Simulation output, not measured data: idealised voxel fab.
Name of the process module below: voxel wiring stack
It is cross-section cut that appears here, measuring 140 nm in width, its square cells being 5 nm in size.
How to read a cross-section here: the picture is a grid of square cells, written as bands going from the top down, and any band can span one or more rows of cells. Basically the band line says how high the top is and how high the bottom is, in nm, and then what's in it from left to right, every material with its width in nm. Empty space shows up as "empty", and if a single material carries "all across" it runs the full band edge to edge. Where do heights start? At 0: under that level the wafer as delivered is made of one material only. And the lowest band has no floor; it just carries on downward, as in "0 nm and below". Graded width ("30..40"): value in top row of band = first number; value in bottom row = second number; row-to-row change constant. Basically "no alteration" means that step didn't change any cell in the cross-section. Look at "Enclosed internal cavities" for the closed voids: empty spaces with no open path to the top, sized 8 cells or up. Each is width x height at distance, distance from the left edge, all nm. That trailing text on a step's line, after the settings, is the simulator's own remark on the step. You can add "overlay nm" to a step's line. For a step with a mask, it describes how far the mask lay to the right of its planned position, and a negative number describes a lay to the left.
Process steps - plan
1 RECEIVE,material Si
2 CONFORMAL_DEP,material SiO2,thk nm 15
3 DIRECTIONAL_DEP,material TiN,thk nm 5
4 DIRECTIONAL_DEP,material Ru,thk nm 25
5 MASKED_ETCH,tone cover,mask id METAL_1,width nm 25,pitch nm 40,etch materials Ru,depth nm 25,overlay nm 0
6 MASKED_ETCH,tone cover,mask id METAL_1,width nm 25,pitch nm 40,etch materials TiN,depth nm 5,overlay nm 0
7 FILL_DEP,material lowk,thk nm 5
8 CMP,height nm 45
9 CONFORMAL_DEP,material SiCN,thk nm 5
10 DIRECTIONAL_DEP,material lowk,thk nm 20
11 MASKED_ETCH,tone open,mask id PLUG_1,width nm 15,pitch nm 80,etch materials lowk,depth nm 20,overlay nm 0
12 MASKED_ETCH,tone open,mask id PLUG_1,width nm 15,pitch nm 80,etch materials SiCN,depth nm 5,overlay nm 0
13 EPI,material Ru,thk nm 10
14 EPI,material Ru,thk nm 10
15 EPI,material Ru,thk nm 5
16 CONFORMAL_DEP,material SiCN,thk nm 5
17 DIRECTIONAL_DEP,material SiO2,thk nm 25
18 MASKED_ETCH,tone open,mask id METAL_2,width nm 25,pitch nm 40,etch materials SiO2,depth nm 25,overlay nm 0
19 MASKED_ETCH,tone open,mask id METAL_2,width nm 25,pitch nm 40,etch materials SiCN,depth nm 5,overlay nm 0
20 CONFORMAL_DEP,material TiN,thk nm 5
21 FILL_DEP,material Cu,thk nm 5
22 CMP,height nm 100
23 EPI,material Ru,thk nm 5
24 FILL_DEP,material SiCN,thk nm 5
First of two wafers - as planned
Cross-section of the wafer at receipt, which is the condition after step 1
    0 nm and below | Si all across
    Enclosed internal cavities: none
Step 2 complete: cross-section through the wafer
    15 nm to 0 nm | SiO2 all across
    Under 0: no change, same as before.
Step 3 complete: cross-section through the wafer
    20 nm to 15 nm | TiN all across
    Under 15: no change, same as before.
Step 4 complete: cross-section through the wafer
    45 nm to 20 nm | Ru all across
    Under 20: no change, same as before.
Step 5 complete: cross-section through the wafer
    45 nm to 20 nm | empty (15), then Ru (25), then empty (15), then Ru (25), then empty (15), then Ru (25), then empty (20)
    Under 20: no change, same as before.
Step 6 complete: cross-section through the wafer
    45 nm to 20 nm | empty (15), then Ru (25), then empty (15), then Ru (25), then empty (15), then Ru (25), then empty (20)
    20 nm to 15 nm | empty (15), then TiN (25), then empty (15), then TiN (25), then empty (15), then TiN (25), then empty (20)
    Under 15: no change, same as before.
Step 7 complete: cross-section through the wafer
    50 nm to 45 nm | lowk all across
    45 nm to 20 nm | lowk (15), then Ru (25), then lowk (15), then Ru (25), then lowk (15), then Ru (25), then lowk (20)
    20 nm to 15 nm | lowk (15), then TiN (25), then lowk (15), then TiN (25), then lowk (15), then TiN (25), then lowk (20)
    Under 15: no change, same as before.
Step 8 complete: cross-section through the wafer
    45 nm to 20 nm | lowk (15), then Ru (25), then lowk (15), then Ru (25), then lowk (15), then Ru (25), then lowk (20)
    Under 20: no change, same as before.
Step 9 complete: cross-section through the wafer
    50 nm to 45 nm | SiCN all across
    Under 45: no change, same as before.
Step 10 complete: cross-section through the wafer
    70 nm to 50 nm | lowk all across
    Under 50: no change, same as before.
Step 11 complete: cross-section through the wafer
    70 nm to 50 nm | lowk (15), then empty (15), then lowk (65), then empty (15), then lowk (30)
    Under 50: no change, same as before.
Step 12 complete: cross-section through the wafer
    70 nm to 50 nm | lowk (15), then empty (15), then lowk (65), then empty (15), then lowk (30)
    50 nm to 45 nm | SiCN (15), then empty (15), then SiCN (65), then empty (15), then SiCN (30)
    Under 45: no change, same as before.
Step 13 complete: cross-section through the wafer
    70 nm to 55 nm | lowk (15), then empty (15), then lowk (65), then empty (15), then lowk (30)
    55 nm to 50 nm | lowk (15), then Ru (15), then lowk (65), then Ru (15), then lowk (30)
    50 nm to 45 nm | SiCN (15), then Ru (15), then SiCN (65), then Ru (15), then SiCN (30)
    Under 45: no change, same as before.
Step 14 complete: cross-section through the wafer
    70 nm to 65 nm | lowk (15), then empty (15), then lowk (65), then empty (15), then lowk (30)
    65 nm to 50 nm | lowk (15), then Ru (15), then lowk (65), then Ru (15), then lowk (30)
    Under 50: no change, same as before.
Step 15 complete: cross-section through the wafer
    70 nm to 50 nm | lowk (15), then Ru (15), then lowk (65), then Ru (15), then lowk (30)
    Under 50: no change, same as before.
Step 16 complete: cross-section through the wafer
    75 nm to 70 nm | SiCN all across
    Under 70: no change, same as before.
Step 17 complete: cross-section through the wafer
    100 nm to 75 nm | SiO2 all across
    Under 75: no change, same as before.
Step 18 complete: cross-section through the wafer
    100 nm to 75 nm | SiO2 (15), then empty (25), then SiO2 (15), then empty (25), then SiO2 (15), then empty (25), then SiO2 (20)
    Under 75: no change, same as before.
Step 19 complete: cross-section through the wafer
    100 nm to 75 nm | SiO2 (15), then empty (25), then SiO2 (15), then empty (25), then SiO2 (15), then empty (25), then SiO2 (20)
    75 nm to 70 nm | SiCN (15), then empty (25), then SiCN (15), then empty (25), then SiCN (15), then empty (25), then SiCN (20)
    Under 70: no change, same as before.
Step 20 complete: cross-section through the wafer
    105 nm to 100 nm | TiN (20), then empty (15), then TiN (25), then empty (15), then TiN (25), then empty (15), then TiN (25)
    100 nm to 75 nm | SiO2 (15), then TiN (5), then empty (15), then TiN (5), then SiO2 (15), then TiN (5), then empty (15), then TiN (5), then SiO2 (15), then TiN (5), then empty (15), then TiN (5), then SiO2 (20)
    75 nm to 70 nm | SiCN (15), then TiN (25), then SiCN (15), then TiN (25), then SiCN (15), then TiN (25), then SiCN (20)
    Under 70: no change, same as before.
Step 21 complete: cross-section through the wafer
    110 nm to 105 nm | Cu all across
    105 nm to 100 nm | TiN (20), then Cu (15), then TiN (25), then Cu (15), then TiN (25), then Cu (15), then TiN (25)
    100 nm to 75 nm | SiO2 (15), then TiN (5), then Cu (15), then TiN (5), then SiO2 (15), then TiN (5), then Cu (15), then TiN (5), then SiO2 (15), then TiN (5), then Cu (15), then TiN (5), then SiO2 (20)
    Under 75: no change, same as before.
Step 22 complete: cross-section through the wafer
    100 nm to 75 nm | SiO2 (15), then TiN (5), then Cu (15), then TiN (5), then SiO2 (15), then TiN (5), then Cu (15), then TiN (5), then SiO2 (15), then TiN (5), then Cu (15), then TiN (5), then SiO2 (20)
    Under 75: no change, same as before.
Step 23 complete: cross-section through the wafer
    105 nm to 100 nm | empty (10), then Ru (35), then empty (5), then Ru (35), then empty (5), then Ru (35), then empty (15)
    Under 100: no change, same as before.
Step 24 complete: cross-section through the wafer
    110 nm to 105 nm | SiCN all across
    105 nm to 100 nm | SiCN (10), then Ru (35), then SiCN (5), then Ru (35), then SiCN (5), then Ru (35), then SiCN (15)
    Under 100: no change, same as before.
Second wafer: same start and same plan as the first, one execution error; identical to the first through step 15
Cross-section of the second wafer at the time step 16 of the plan should have ended
    95 nm to 70 nm | SiO2 all across
    Under 70: no change, same as before.
Cross-section of the second wafer at the time step 17 of the plan should have ended
    100 nm to 95 nm | SiCN all across
    Under 95: no change, same as before.
Cross-section of the second wafer at the time step 18 of the plan should have ended: no alteration
Cross-section of the second wafer at the time step 19 of the plan should have ended
    100 nm to 95 nm | SiCN (15), then empty (25), then SiCN (15), then empty (25), then SiCN (15), then empty (25), then SiCN (20)
    Under 95: no change, same as before.
Cross-section of the second wafer at the time step 20 of the plan should have ended
    105 nm to 100 nm | TiN (20), then empty (15), then TiN (25), then empty (15), then TiN (25), then empty (15), then TiN (25)
    100 nm to 95 nm | SiCN (15), then TiN (25), then SiCN (15), then TiN (25), then SiCN (15), then TiN (25), then SiCN (20)
    Under 95: no change, same as before.
Cross-section of the second wafer at the time step 21 of the plan should have ended
    110 nm to 105 nm | Cu all across
    105 nm to 100 nm | TiN (20), then Cu (15), then TiN (25), then Cu (15), then TiN (25), then Cu (15), then TiN (25)
    Under 100: no change, same as before.
Cross-section of the second wafer at the time step 22 of the plan should have ended
    100 nm to 95 nm | SiCN (15), then TiN (25), then SiCN (15), then TiN (25), then SiCN (15), then TiN (25), then SiCN (20)
    Under 95: no change, same as before.
Cross-section of the second wafer at the time step 23 of the plan should have ended
    105 nm to 100 nm | empty (10), then Ru (35), then empty (5), then Ru (35), then empty (5), then Ru (35), then empty (15)
    Under 100: no change, same as before.
Cross-section of the second wafer at the time step 24 of the plan should have ended
    110 nm to 105 nm | SiCN all across
    105 nm to 100 nm | SiCN (10), then Ru (35), then SiCN (5), then Ru (35), then SiCN (5), then Ru (35), then SiCN (15)
    Under 100: no change, same as before.
what went wrong: it was found that steps 16 and 17 of the process plan had been performed in exchanged positions
Count the cells at the end and the second wafer has more or fewer of some materials than the first: Cu -45; SiO2 +75; TiN -30
